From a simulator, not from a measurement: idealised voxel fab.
process module | voxel self aligned contacts
cross-section cut | 165 nm wide | cells 5 nm
A cross-section is a grid of square cells, given in bands from the top down. A band is one or more rows of cells.
Each band's line starts with the height of the band's top and of its bottom, in nm. Then come its materials from left to right, each with its width in nm. One material with "throughout" fills the band from edge to edge. "air" is empty space.
Height 0 is the level under which the wafer as received is all one material. The lowest band goes on downwards, as in "0 down".
A width such as "30 to 40" changes by the same amount from each row of cells to the next, from the band's top row to its bottom row.
"no change" after a step means that no cell of the cross-section changed.
closed voids: empty space of 8 cells or more with no open way to the top, each as width x height at its distance from the left edge, in nm
after a step's settings: what the simulator itself notes on the step
overlay nm, on a step with a mask: how far to the right of its planned place the mask lay; to the left if negative
plan
1 op RECEIVE | material Si
2 op CONFORMAL_DEP | material SiO2 | thk nm 5
3 op DIRECTIONAL_DEP | material polySi | thk nm 30
4 op DIRECTIONAL_DEP | material SiN | thk nm 15
5 op MASKED_ETCH | tone cover | mask id GATE | width nm 35 | pitch nm 70 | etch materials SiN | depth nm 15 | overlay nm 0
6 op MASKED_ETCH | tone cover | mask id GATE | width nm 35 | pitch nm 70 | etch materials polySi | depth nm 30 | overlay nm 0
7 op CONFORMAL_DEP | material SiN | thk nm 5
8 op DIRECTIONAL_ETCH | etch materials SiN | depth nm 5
9 op FILL_DEP | material SiO2 | thk nm 15
10 op CMP | height nm 55
11 op MASKED_ETCH | tone open | mask id CONTACT | width nm 45 | etch materials SiO2 | depth nm 55 | overlay nm 0
12 op CONFORMAL_DEP | material TiN | thk nm 5
13 op FILL_DEP | material Ru | thk nm 10
14 op CMP | height nm 55
15 op CONFORMAL_DEP | material SiCN | thk nm 5
as received, after step 1
  0 down: Si throughout
  closed voids: none
first wafer at the end, as planned
  60 to 55: SiCN throughout
  55 to 50: SiO2 60 | TiN 15 | Ru 15 | TiN 15 | SiO2 60
  50 to 35: SiO2 25 | SiN 45 | TiN 5 | Ru 15 | TiN 5 | SiN 45 | SiO2 25
  35 to 5: SiO2 25 | SiN 5 | polySi 35 | SiN 5 | TiN 5 | Ru 15 | TiN 5 | SiN 5 | polySi 35 | SiN 5 | SiO2 25
  5 to 0: SiO2 70 | TiN 25 | SiO2 70
  0 down: Si throughout
  closed voids: none
second wafer at the end: like start, like plan, one mistake
  60 to 55: SiCN throughout
  55 to 50: SiO2 60 | TiN 15 | Ru 15 | TiN 15 | SiO2 60
  50 to 35: SiO2 25 | SiN 45 | TiN 5 | Ru 15 | TiN 5 | SiN 45 | SiO2 25
  35 to 15: SiO2 25 | SiN 5 | polySi 35 | SiN 5 | TiN 5 | Ru 15 | TiN 5 | SiN 5 | polySi 35 | SiN 5 | SiO2 25
  15 to 10: SiO2 25 | SiN 5 | polySi 35 | SiN 5 | TiN 25 | SiN 5 | polySi 35 | SiN 5 | SiO2 25
  10 to 5: polySi throughout
  5 to 0: SiO2 throughout
  0 down: Si throughout
  closed voids: none
what went wrong: step 6 ran as: op MASKED_ETCH | tone cover | mask id GATE | width nm 35 | pitch nm 70 | etch materials polySi | depth nm 25 | overlay nm 0
at the end the second wafer has, in cells: 6 fewer of Ru | 4 fewer of SiN | 5 fewer of SiO2 | 4 fewer of TiN | 19 more of polySi
